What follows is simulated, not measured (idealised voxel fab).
Title: Process Module voxel gate over fins
Cross-section cut: width 160 nm, square cells of 5 nm.
Format of a cross-section: grid, square cells. Given as bands. Order: top down. Band: one or more rows of cells.
Band: top height; bottom height; in nm. Then, left to right: material with width in nm, for each material. "throughout": a single material spanning edge to edge. "blank": empty space.
Height 0 is the level under which the wafer as received is all one material. The lowest band goes on downwards, as in "0..down".
Top row gets the first number, bottom row gets the second, and each row in between changes by the same step: that is how a band width like "30..40" works.
"nothing was modified" -> step changed no cross-section cell.
"Fully closed voids" specifies each empty space that is not open to the top and that occupies no fewer than 8 cells, using the form width x height at distance, the distance measured from the left edge and all three quantities in nm.
Text after the settings on a step's line: the simulator's own remark on that step.
overlay nm: for a step with a mask, the amount by which the mask lay right of where it was planned; a negative amount means left of it.

[Planned process steps]
1: op RECEIVE | material Si
2: op CONFORMAL_DEP | material SiN | thk nm 5
3: op DIRECTIONAL_DEP | material aC | thk nm 10
4: op PATTERN | tone cover | mask id FINS | material resist | width nm 15 | pitch nm 35 | thk nm 30 | overlay nm 0
5: op DIRECTIONAL_ETCH | etch materials aC | depth nm 10
6: op STRIP | etch materials resist
7: op DIRECTIONAL_ETCH | etch materials SiN | depth nm 5
8: op DIRECTIONAL_ETCH | etch materials Si | depth nm 30
9: op STRIP | etch materials aC
10: op OXIDIZE | depth nm 5
11: op FILL_DEP | material SiO2 | thk nm 10
12: op CMP | height nm 5
13: op SELECTIVE_ETCH | etch materials SiO2 | depth nm 15
14: op STRIP | etch materials SiN
15: op CONFORMAL_DEP | material HfO2 | thk nm 5
16: op CONFORMAL_DEP | material TiN | thk nm 5
17: op CONFORMAL_DEP | material TiAl | thk nm 5
18: op CONFORMAL_DEP | material TiN | thk nm 5
19: op FILL_DEP | material W | thk nm 10
20: op CMP | height nm 25
21: op CONFORMAL_DEP | material SiCN | thk nm 5

[Account of the first of two wafers, which was processed as intended]

[Step 1 complete: cross-section of the wafer as received]
> 0..down: Si throughout
> Fully closed voids: none

[The following cross-section depicts the wafer upon completion of step 2]
> 5..0: SiN throughout
> Whatever lies below 0 is exactly as it was before.

[The following cross-section depicts the wafer upon completion of step 3]
> 15..5: aC throughout
> Whatever lies below 5 is exactly as it was before.

[The following cross-section depicts the wafer upon completion of step 4]
> 45..15: blank 55 nm, resist 15 nm, blank 20 nm, resist 15 nm, blank 55 nm
> Whatever lies below 15 is exactly as it was before.

[The following cross-section depicts the wafer upon completion of step 5]
> 35..15: blank 55 nm, resist 15 nm, blank 20 nm, resist 15 nm, blank 55 nm
> 15..5: blank 55 nm, aC 15 nm, blank 20 nm, aC 15 nm, blank 55 nm
> Whatever lies below 5 is exactly as it was before.

[The following cross-section depicts the wafer upon completion of step 6]
> 15..5: blank 55 nm, aC 15 nm, blank 20 nm, aC 15 nm, blank 55 nm
> Whatever lies below 5 is exactly as it was before.

[The following cross-section depicts the wafer upon completion of step 7]
> 15..5: blank 55 nm, aC 15 nm, blank 20 nm, aC 15 nm, blank 55 nm
> 5..0: blank 55 nm, SiN 15 nm, blank 20 nm, SiN 15 nm, blank 55 nm
> Whatever lies below 0 is exactly as it was before.

[The following cross-section depicts the wafer upon completion of step 8]
> 15..5: blank 55 nm, aC 15 nm, blank 20 nm, aC 15 nm, blank 55 nm
> 5..0: blank 55 nm, SiN 15 nm, blank 20 nm, SiN 15 nm, blank 55 nm
> 0..-30: blank 55 nm, Si 15 nm, blank 20 nm, Si 15 nm, blank 55 nm
> Whatever lies below -30 is exactly as it was before.

[The following cross-section depicts the wafer upon completion of step 9]
> 5..0: blank 55 nm, SiN 15 nm, blank 20 nm, SiN 15 nm, blank 55 nm
> Whatever lies below 0 is exactly as it was before.

[The following cross-section depicts the wafer upon completion of step 10]
> 5..0: blank 55 nm, SiN 15 nm, blank 20 nm, SiN 15 nm, blank 55 nm
> 0..-30: blank 55 nm, SiO2 5 nm, Si 5 nm, SiO2 5 nm, blank 20 nm, SiO2 5 nm, Si 5 nm, SiO2 5 nm, blank 55 nm
> -30..-35: SiO2 60 nm, Si 5 nm, SiO2 30 nm, Si 5 nm, SiO2 60 nm
> Whatever lies below -35 is exactly as it was before.

[The following cross-section depicts the wafer upon completion of step 11]
> 15..5: SiO2 throughout
> 5..0: SiO2 55 nm, SiN 15 nm, SiO2 20 nm, SiN 15 nm, SiO2 55 nm
> 0..-35: SiO2 60 nm, Si 5 nm, SiO2 30 nm, Si 5 nm, SiO2 60 nm
> Whatever lies below -35 is exactly as it was before.

[The following cross-section depicts the wafer upon completion of step 12]
> 5..0: SiO2 55 nm, SiN 15 nm, SiO2 20 nm, SiN 15 nm, SiO2 55 nm
> Whatever lies below 0 is exactly as it was before.

[The following cross-section depicts the wafer upon completion of step 13]
> 5..0: blank 55 nm, SiN 15 nm, blank 20 nm, SiN 15 nm, blank 55 nm
> 0..-10: blank 60 nm, Si 5 nm, blank 30 nm, Si 5 nm, blank 60 nm
> Whatever lies below -10 is exactly as it was before.

[The following cross-section depicts the wafer upon completion of step 14]
> 0..-10: blank 60 nm, Si 5 nm, blank 30 nm, Si 5 nm, blank 60 nm
> Whatever lies below -10 is exactly as it was before.

[The following cross-section depicts the wafer upon completion of step 15]
> 5..0: blank 55 nm, HfO2 15 nm, blank 20 nm, HfO2 15 nm, blank 55 nm
> 0..-5: blank 55 nm, HfO2 5 nm, Si 5 nm, HfO2 5 nm, blank 20 nm, HfO2 5 nm, Si 5 nm, HfO2 5 nm, blank 55 nm
> -5..-10: HfO2 60 nm, Si 5 nm, HfO2 30 nm, Si 5 nm, HfO2 60 nm
> Whatever lies below -10 is exactly as it was before.

[The following cross-section depicts the wafer upon completion of step 16]
> 10..5: blank 50 nm, TiN 25 nm, blank 10 nm, TiN 25 nm, blank 50 nm
> 5..0: blank 50 nm, TiN 5 nm, HfO2 15 nm, TiN 5 nm, blank 10 nm, TiN 5 nm, HfO2 15 nm, TiN 5 nm, blank 50 nm
> 0..-5: TiN 55 nm, HfO2 5 nm, Si 5 nm, HfO2 5 nm, TiN 20 nm, HfO2 5 nm, Si 5 nm, HfO2 5 nm, TiN 55 nm
> Whatever lies below -5 is exactly as it was before.

[The following cross-section depicts the wafer upon completion of step 17]
> 15..10: blank 45 nm, TiAl 70 nm, blank 45 nm
> 10..5: blank 45 nm, TiAl 5 nm, TiN 25 nm, TiAl 10 nm, TiN 25 nm, TiAl 5 nm, blank 45 nm
> 5..0: TiAl 50 nm, TiN 5 nm, HfO2 15 nm, TiN 5 nm, TiAl 10 nm, TiN 5 nm, HfO2 15 nm, TiN 5 nm, TiAl 50 nm
> Whatever lies below 0 is exactly as it was before.

[The following cross-section depicts the wafer upon completion of step 18]
> 20..15: blank 40 nm, TiN 80 nm, blank 40 nm
> 15..10: blank 40 nm, TiN 5 nm, TiAl 70 nm, TiN 5 nm, blank 40 nm
> 10..5: TiN 45 nm, TiAl 5 nm, TiN 25 nm, TiAl 10 nm, TiN 25 nm, TiAl 5 nm, TiN 45 nm
> Whatever lies below 5 is exactly as it was before.

[The following cross-section depicts the wafer upon completion of step 19]
> 30..20: W throughout
> 20..15: W 40 nm, TiN 80 nm, W 40 nm
> 15..10: W 40 nm, TiN 5 nm, TiAl 70 nm, TiN 5 nm, W 40 nm
> Whatever lies below 10 is exactly as it was before.

[The following cross-section depicts the wafer upon completion of step 20]
> 25..20: W throughout
> Whatever lies below 20 is exactly as it was before.

[The following cross-section depicts the wafer upon completion of step 21]
> 30..25: SiCN throughout
> Whatever lies below 25 is exactly as it was before.

[Wafer two. Identical start, identical plan. One mistake in execution. Identical history through step 3]

[X-section, second wafer, when step 4 was due to finish]
> 45..15: blank 55 nm, resist 20 nm, blank 15 nm, resist 20 nm, blank 50 nm
> Whatever lies below 15 is exactly as it was before.

[X-section, second wafer, when step 5 was due to finish]
> 35..15: blank 55 nm, resist 20 nm, blank 15 nm, resist 20 nm, blank 50 nm
> 15..5: blank 55 nm, aC 20 nm, blank 15 nm, aC 20 nm, blank 50 nm
> Whatever lies below 5 is exactly as it was before.

[X-section, second wafer, when step 6 was due to finish]
> 15..5: blank 55 nm, aC 20 nm, blank 15 nm, aC 20 nm, blank 50 nm
> Whatever lies below 5 is exactly as it was before.

[X-section, second wafer, when step 7 was due to finish]
> 15..5: blank 55 nm, aC 20 nm, blank 15 nm, aC 20 nm, blank 50 nm
> 5..0: blank 55 nm, SiN 20 nm, blank 15 nm, SiN 20 nm, blank 50 nm
> Whatever lies below 0 is exactly as it was before.

[X-section, second wafer, when step 8 was due to finish]
> 15..5: blank 55 nm, aC 20 nm, blank 15 nm, aC 20 nm, blank 50 nm
> 5..0: blank 55 nm, SiN 20 nm, blank 15 nm, SiN 20 nm, blank 50 nm
> 0..-30: blank 55 nm, Si 20 nm, blank 15 nm, Si 20 nm, blank 50 nm
> Whatever lies below -30 is exactly as it was before.

[X-section, second wafer, when step 9 was due to finish]
> 5..0: blank 55 nm, SiN 20 nm, blank 15 nm, SiN 20 nm, blank 50 nm
> Whatever lies below 0 is exactly as it was before.

[X-section, second wafer, when step 10 was due to finish]
> 5..0: blank 55 nm, SiN 20 nm, blank 15 nm, SiN 20 nm, blank 50 nm
> 0..-30: blank 55 nm, SiO2 5 nm, Si 10 nm, SiO2 5 nm, blank 15 nm, SiO2 5 nm, Si 10 nm, SiO2 5 nm, blank 50 nm
> -30..-35: SiO2 60 nm, Si 10 nm, SiO2 25 nm, Si 10 nm, SiO2 55 nm
> Whatever lies below -35 is exactly as it was before.

[X-section, second wafer, when step 11 was due to finish]
> 15..5: SiO2 throughout
> 5..0: SiO2 55 nm, SiN 20 nm, SiO2 15 nm, SiN 20 nm, SiO2 50 nm
> 0..-35: SiO2 60 nm, Si 10 nm, SiO2 25 nm, Si 10 nm, SiO2 55 nm
> Whatever lies below -35 is exactly as it was before.

[X-section, second wafer, when step 12 was due to finish]
> 5..0: SiO2 55 nm, SiN 20 nm, SiO2 15 nm, SiN 20 nm, SiO2 50 nm
> Whatever lies below 0 is exactly as it was before.

[X-section, second wafer, when step 13 was due to finish]
> 5..0: blank 55 nm, SiN 20 nm, blank 15 nm, SiN 20 nm, blank 50 nm
> 0..-10: blank 60 nm, Si 10 nm, blank 25 nm, Si 10 nm, blank 55 nm
> Whatever lies below -10 is exactly as it was before.

[X-section, second wafer, when step 14 was due to finish]
> 0..-10: blank 60 nm, Si 10 nm, blank 25 nm, Si 10 nm, blank 55 nm
> Whatever lies below -10 is exactly as it was before.

[X-section, second wafer, when step 15 was due to finish]
> 5..0: blank 55 nm, HfO2 20 nm, blank 15 nm, HfO2 20 nm, blank 50 nm
> 0..-5: blank 55 nm, HfO2 5 nm, Si 10 nm, HfO2 5 nm, blank 15 nm, HfO2 5 nm, Si 10 nm, HfO2 5 nm, blank 50 nm
> -5..-10: HfO2 60 nm, Si 10 nm, HfO2 25 nm, Si 10 nm, HfO2 55 nm
> Whatever lies below -10 is exactly as it was before.

[X-section, second wafer, when step 16 was due to finish]
> 10..5: blank 50 nm, TiN 30 nm, blank 5 nm, TiN 30 nm, blank 45 nm
> 5..0: blank 50 nm, TiN 5 nm, HfO2 20 nm, TiN 5 nm, blank 5 nm, TiN 5 nm, HfO2 20 nm, TiN 5 nm, blank 45 nm
> 0..-5: TiN 55 nm, HfO2 5 nm, Si 10 nm, HfO2 5 nm, TiN 15 nm, HfO2 5 nm, Si 10 nm, HfO2 5 nm, TiN 50 nm
> Whatever lies below -5 is exactly as it was before.

[X-section, second wafer, when step 17 was due to finish]
> 15..10: blank 45 nm, TiAl 75 nm, blank 40 nm
> 10..5: blank 45 nm, TiAl 5 nm, TiN 30 nm, TiAl 5 nm, TiN 30 nm, TiAl 5 nm, blank 40 nm
> 5..0: TiAl 50 nm, TiN 5 nm, HfO2 20 nm, TiN 5 nm, TiAl 5 nm, TiN 5 nm, HfO2 20 nm, TiN 5 nm, TiAl 45 nm
> Whatever lies below 0 is exactly as it was before.

[X-section, second wafer, when step 18 was due to finish]
> 20..15: blank 40 nm, TiN 85 nm, blank 35 nm
> 15..10: blank 40 nm, TiN 5 nm, TiAl 75 nm, TiN 5 nm, blank 35 nm
> 10..5: TiN 45 nm, TiAl 5 nm, TiN 30 nm, TiAl 5 nm, TiN 30 nm, TiAl 5 nm, TiN 40 nm
> Whatever lies below 5 is exactly as it was before.

[X-section, second wafer, when step 19 was due to finish]
> 30..20: W throughout
> 20..15: W 40 nm, TiN 85 nm, W 35 nm
> 15..10: W 40 nm, TiN 5 nm, TiAl 75 nm, TiN 5 nm, W 35 nm
> Whatever lies below 10 is exactly as it was before.

[X-section, second wafer, when step 20 was due to finish]
> 25..20: W throughout
> Whatever lies below 20 is exactly as it was before.

[X-section, second wafer, when step 21 was due to finish]
> 30..25: SiCN throughout
> Whatever lies below 25 is exactly as it was before.
What was done differently from what was planned? step 4 ran with different settings than intended, the actual operation and settings being op PATTERN | tone cover | mask id FINS | material resist | width nm 20 | pitch nm 35 | thk nm 30 | overlay nm 0
Final comparison by cell count, materials where the second wafer has more or fewer than the first: +14 Si; -10 SiO2; -2 TiAl; -2 W
